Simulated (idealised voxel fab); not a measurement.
process module | voxel fin reveal
cross-section cut | 215 nm wide | cells 5 nm
A cross-section is a grid of square cells, given in bands from the top down. A band is one or more rows of cells.
Each band's line starts with the height of the band's top and of its bottom, in nm. Then come its materials from left to right, each with its width in nm. One material with "throughout" fills the band from edge to edge. "air" is empty space.
Height 0 is the level under which the wafer as received is all one material. The lowest band goes on downwards, as in "0 down".
A width such as "30 to 40" changes by the same amount from each row of cells to the next, from the band's top row to its bottom row.
"no change" after a step means that no cell of the cross-section changed.
closed voids: empty space of 8 cells or more with no open way to the top, each as width x height at its distance from the left edge, in nm
after a step's settings: what the simulator itself notes on the step
overlay nm, on a step with a mask: how far to the right of its planned place the mask lay; to the left if negative
plan
1 op RECEIVE | material Si
2 op CONFORMAL_DEP | material SiN | thk nm 5
3 op MASKED_ETCH | tone cover | mask id FINS | width nm 15 | pitch nm 40 | etch materials SiN | depth nm 5 | overlay nm 0
4 op MASKED_ETCH | tone cover | mask id FINS | width nm 15 | pitch nm 40 | etch materials Si | depth nm 30 | overlay nm 0
5 op OXIDIZE | depth nm 5
6 op FILL_DEP | material SiO2 | thk nm 10
7 op CMP | height nm 5
8 op SELECTIVE_ETCH | etch materials SiO2 | depth nm 25
9 op STRIP | etch materials SiN
first wafer, as planned
as received, after step 1
  0 down: Si throughout
  closed voids: none
after step 2
  5 to 0: SiN throughout
  below 0: unchanged
after step 3
  5 to 0: air 60 | SiN 15 | air 25 | SiN 15 | air 25 | SiN 15 | air 60
  below 0: unchanged
after step 4
  5 to 0: air 60 | SiN 15 | air 25 | SiN 15 | air 25 | SiN 15 | air 60
  0 to -30: air 60 | Si 15 | air 25 | Si 15 | air 25 | Si 15 | air 60
  below -30: unchanged
after step 5
  5 to 0: air 60 | SiN 15 | air 25 | SiN 15 | air 25 | SiN 15 | air 60
  0 to -30: air 60 | SiO2 5 | Si 5 | SiO2 5 | air 25 | SiO2 5 | Si 5 | SiO2 5 | air 25 | SiO2 5 | Si 5 | SiO2 5 | air 60
  -30 to -35: SiO2 65 | Si 5 | SiO2 35 | Si 5 | SiO2 35 | Si 5 | SiO2 65
  below -35: unchanged
after step 6
  15 to 5: SiO2 throughout
  5 to 0: SiO2 60 | SiN 15 | SiO2 25 | SiN 15 | SiO2 25 | SiN 15 | SiO2 60
  0 to -35: SiO2 65 | Si 5 | SiO2 35 | Si 5 | SiO2 35 | Si 5 | SiO2 65
  below -35: unchanged
after step 7
  5 to 0: SiO2 60 | SiN 15 | SiO2 25 | SiN 15 | SiO2 25 | SiN 15 | SiO2 60
  below 0: unchanged
after step 8
  5 to 0: air 60 | SiN 15 | air 25 | SiN 15 | air 25 | SiN 15 | air 60
  0 to -20: air 65 | Si 5 | air 35 | Si 5 | air 35 | Si 5 | air 65
  below -20: unchanged
after step 9
  0 to -20: air 65 | Si 5 | air 35 | Si 5 | air 35 | Si 5 | air 65
  below -20: unchanged
second wafer: like start, like plan, one mistake. Through step 3 it matches the first wafer
when step 4 should have ended
  5 to 0: air 60 | SiN 15 | air 25 | SiN 15 | air 25 | SiN 15 | air 60
  0 to -20: air 60 | Si 15 | air 25 | Si 15 | air 25 | Si 15 | air 60
  below -20: unchanged
when step 5 should have ended
  5 to 0: air 60 | SiN 15 | air 25 | SiN 15 | air 25 | SiN 15 | air 60
  0 to -20: air 60 | SiO2 5 | Si 5 | SiO2 5 | air 25 | SiO2 5 | Si 5 | SiO2 5 | air 25 | SiO2 5 | Si 5 | SiO2 5 | air 60
  -20 to -25: SiO2 65 | Si 5 | SiO2 35 | Si 5 | SiO2 35 | Si 5 | SiO2 65
  below -25: unchanged
when step 6 should have ended
  15 to 5: SiO2 throughout
  5 to 0: SiO2 60 | SiN 15 | SiO2 25 | SiN 15 | SiO2 25 | SiN 15 | SiO2 60
  0 to -25: SiO2 65 | Si 5 | SiO2 35 | Si 5 | SiO2 35 | Si 5 | SiO2 65
  below -25: unchanged
when step 7 should have ended
  5 to 0: SiO2 60 | SiN 15 | SiO2 25 | SiN 15 | SiO2 25 | SiN 15 | SiO2 60
  below 0: unchanged
when step 8 should have ended
  5 to 0: air 60 | SiN 15 | air 25 | SiN 15 | air 25 | SiN 15 | air 60
  0 to -20: air 65 | Si 5 | air 35 | Si 5 | air 35 | Si 5 | air 65
  below -20: unchanged
when step 9 should have ended
  0 to -20: air 65 | Si 5 | air 35 | Si 5 | air 35 | Si 5 | air 65
  below -20: unchanged
what went wrong: step 4 ran as: op MASKED_ETCH | tone cover | mask id FINS | width nm 15 | pitch nm 40 | etch materials Si | depth nm 20 | overlay nm 0
at the end the second wafer has, in cells: 80 more of Si | 80 fewer of SiO2
